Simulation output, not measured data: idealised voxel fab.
A process module follows: voxel wiring stack.
Each square cell in cross-section cut measures 5 nm, and the section as a whole is 160 nm wide.
Just so we're on the same page, the cross-sections are grids of square cells, and they're listed out in bands top to bottom, each band one or more rows deep. Each band's line starts with the height of the band's top and of its bottom, in nm. Then come its materials from left to right, each with its width in nm. One material with "edge to edge" fills the band from edge to edge. "blank" is empty space. Counting heights begins at 0, where everything beneath is, in the wafer as received, one material. The lowest band has no bottom; it goes on downwards, as "0 down" shows. Read "30->40" as a graded width: first number on top, second number at the bottom, same change between each pair of neighbouring rows. You'll sometimes find "stayed the same" written for a step, and that's the way of saying that nowhere in the cross-section did a cell change during that step. Entry "Listed closed voids" = empty spaces >= 8 cells with no open way to the top; each as width x height at distance, distance from left edge, all nm. Text after the settings on a step's line: the simulator's own remark on that step. Among the settings permitted on a step's line is "overlay nm"; applied to a step with a mask, it specifies the extent to which the mask lay to the right of its planned position, whereas a negative figure signifies a position to the left.

# Process steps (planned)
1. RECEIVE,material Si
2. CONFORMAL_DEP,material SiO2,thk nm 15
3. CONFORMAL_DEP,material SiN,thk nm 5
4. DIRECTIONAL_DEP,material SiO2,thk nm 25
5. PATTERN,tone open,mask id METAL_1,material resist,width nm 25,pitch nm 45,thk nm 15,overlay nm 0
6. DIRECTIONAL_ETCH,etch materials SiO2,depth nm 25
7. DIRECTIONAL_ETCH,etch materials SiN,depth nm 5
8. STRIP,etch materials resist
9. CONFORMAL_DEP,material TiN,thk nm 5
10. FILL_DEP,material W,thk nm 5
11. CMP,height nm 45
12. CONFORMAL_DEP,material SiCN,thk nm 5
13. DIRECTIONAL_DEP,material SiO2,thk nm 30
14. DIRECTIONAL_DEP,material aC,thk nm 10
15. PATTERN,tone open,mask id METAL_2_HOLES,material resist,width nm 15,pitch nm 90,thk nm 30,overlay nm 0
16. DIRECTIONAL_ETCH,etch materials aC,depth nm 10
17. STRIP,etch materials resist
18. DIRECTIONAL_ETCH,etch materials SiO2,depth nm 30
19. STRIP,etch materials aC
20. DIRECTIONAL_DEP,material aC,thk nm 15
21. PATTERN,tone open,mask id METAL_2,material resist,width nm 25,pitch nm 45,thk nm 35,overlay nm 0
22. DIRECTIONAL_ETCH,etch materials aC,depth nm 15
23. STRIP,etch materials resist
24. DIRECTIONAL_ETCH,etch materials SiO2,depth nm 15
25. DIRECTIONAL_ETCH,etch materials SiCN,depth nm 5
26. STRIP,etch materials aC
27. CONFORMAL_DEP,material TiN,thk nm 5
28. FILL_DEP,material Cu,thk nm 10
29. CMP,height nm 80
30. CONFORMAL_DEP,material SiCN,thk nm 5

# As-received wafer cross-section (after step 1)
> 0 down  Si edge to edge
> Listed closed voids: none

# Post-module cross-section: identical start and plan to those above, one misstep in execution
> 85 to 80  SiCN edge to edge
> 80 to 75  20 of SiCN, then 25 of TiN, then 20 of SiCN, then 25 of TiN, then 20 of SiCN, then 25 of TiN, then 25 of SiCN
> 75 to 45  SiO2 edge to edge
> 45 to 20  20 of SiO2, then 5 of TiN, then 15 of W, then 5 of TiN, then 20 of SiO2, then 5 of TiN, then 15 of W, then 5 of TiN, then 20 of SiO2, then 5 of TiN, then 15 of W, then 5 of TiN, then 25 of SiO2
> 20 to 15  20 of SiN, then 25 of TiN, then 20 of SiN, then 25 of TiN, then 20 of SiN, then 25 of TiN, then 25 of SiN
> 15 to 0  SiO2 edge to edge
> 0 down  Si edge to edge
> Listed closed voids: none
Against the plan, the run slipped here: plan steps 12 and 13 run swapped
